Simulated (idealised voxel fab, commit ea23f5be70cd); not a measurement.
Process module heading - voxel tone inversion
Xsec cut, 290 nm wide, square cell size 5 nm.
Heads up, the way a cross-section reads in here is a grid of square cells, handed over as bands from the top down, with every band being one or more rows of cells.
Heads up on the band format: heights come first, top then bottom, in nm. After that it's the materials left to right, each with its width in nm. A single material flagged "all across" fills the whole band edge to edge, and "blank" means there's empty space there.
All heights in this document are referenced to 0, defined as the level beneath which the wafer, as received, consists entirely of one material. The lowest band is not bounded below; it extends indefinitely downward and is written in the form "from 0 down".
Read "30 to 40" as a graded width: first number on top, second number at the bottom, same change between each pair of neighbouring rows.
"nothing got changed", as given for a step, is the statement that not any cell of the cross-section underwent a change during that step.
Empty spaces without an open route to the top, at least 8 cells in extent, make up the entry "Closed voids list"; each is given as width x height at distance, where the distance is measured from the left edge, and all are in nm.
What comes after the settings on a step's line is commentary from the simulator itself on that step.
overlay nm: mask right of planned place by this much (step with mask). Neg. = left.
The process steps that were planned are listed below
1. RECEIVE | material Si
2. CONFORMAL_DEP | material SiCN | thk nm 5
3. DIRECTIONAL_DEP | material polySi | thk nm 15
4. PATTERN | tone cover | mask id POSTS | material resist | width nm 20 | pitch nm 45 | thk nm 25 | overlay nm 0
5. DIRECTIONAL_ETCH | etch materials polySi | depth nm 15
6. STRIP | etch materials resist
7. FILL_DEP | material SiO2 | thk nm 10
8. CMP | height nm 20
9. STRIP | etch materials polySi
first wafer, as planned
Cross-section, incoming material, after step 1
  from 0 down: Si all across
  Closed voids list: none
Step 2 complete: cross-section through the wafer
  from 5 to 0: SiCN all across
  Lower than 0, everything is as it was.
Step 3 complete: cross-section through the wafer
  from 20 to 5: polySi all across
  Lower than 5, everything is as it was.
Step 4 complete: cross-section through the wafer
  from 45 to 20: 110 of blank | 20 of resist | 25 of blank | 20 of resist | 115 of blank
  Lower than 20, everything is as it was.
Step 5 complete: cross-section through the wafer
  from 45 to 20: 110 of blank | 20 of resist | 25 of blank | 20 of resist | 115 of blank
  from 20 to 5: 110 of blank | 20 of polySi | 25 of blank | 20 of polySi | 115 of blank
  Lower than 5, everything is as it was.
Step 6 complete: cross-section through the wafer
  from 20 to 5: 110 of blank | 20 of polySi | 25 of blank | 20 of polySi | 115 of blank
  Lower than 5, everything is as it was.
Step 7 complete: cross-section through the wafer
  from 30 to 20: SiO2 all across
  from 20 to 5: 110 of SiO2 | 20 of polySi | 25 of SiO2 | 20 of polySi | 115 of SiO2
  Lower than 5, everything is as it was.
Step 8 complete: cross-section through the wafer
  from 20 to 5: 110 of SiO2 | 20 of polySi | 25 of SiO2 | 20 of polySi | 115 of SiO2
  Lower than 5, everything is as it was.
Step 9 complete: cross-section through the wafer
  from 20 to 5: 110 of SiO2 | 20 of blank | 25 of SiO2 | 20 of blank | 115 of SiO2
  Lower than 5, everything is as it was.
Wafer two of two - same starting point, same process plan, one mistake in execution; matches wafer one up to and including step 6
Cross-section: second wafer, time at which step 7 was scheduled to end
  from 40 to 20: SiO2 all across
  from 20 to 5: 110 of SiO2 | 20 of polySi | 25 of SiO2 | 20 of polySi | 115 of SiO2
  Lower than 5, everything is as it was.
Cross-section: second wafer, time at which step 8 was scheduled to end
  from 20 to 5: 110 of SiO2 | 20 of polySi | 25 of SiO2 | 20 of polySi | 115 of SiO2
  Lower than 5, everything is as it was.
Cross-section: second wafer, time at which step 9 was scheduled to end
  from 20 to 5: 110 of SiO2 | 20 of blank | 25 of SiO2 | 20 of blank | 115 of SiO2
  Lower than 5, everything is as it was.
Deviation from plan: yeah, plan step 7 got run twice
It should be noted that the final cross-sections of the two wafers coincide, and the mistake therefore has no effect on the output of this model.
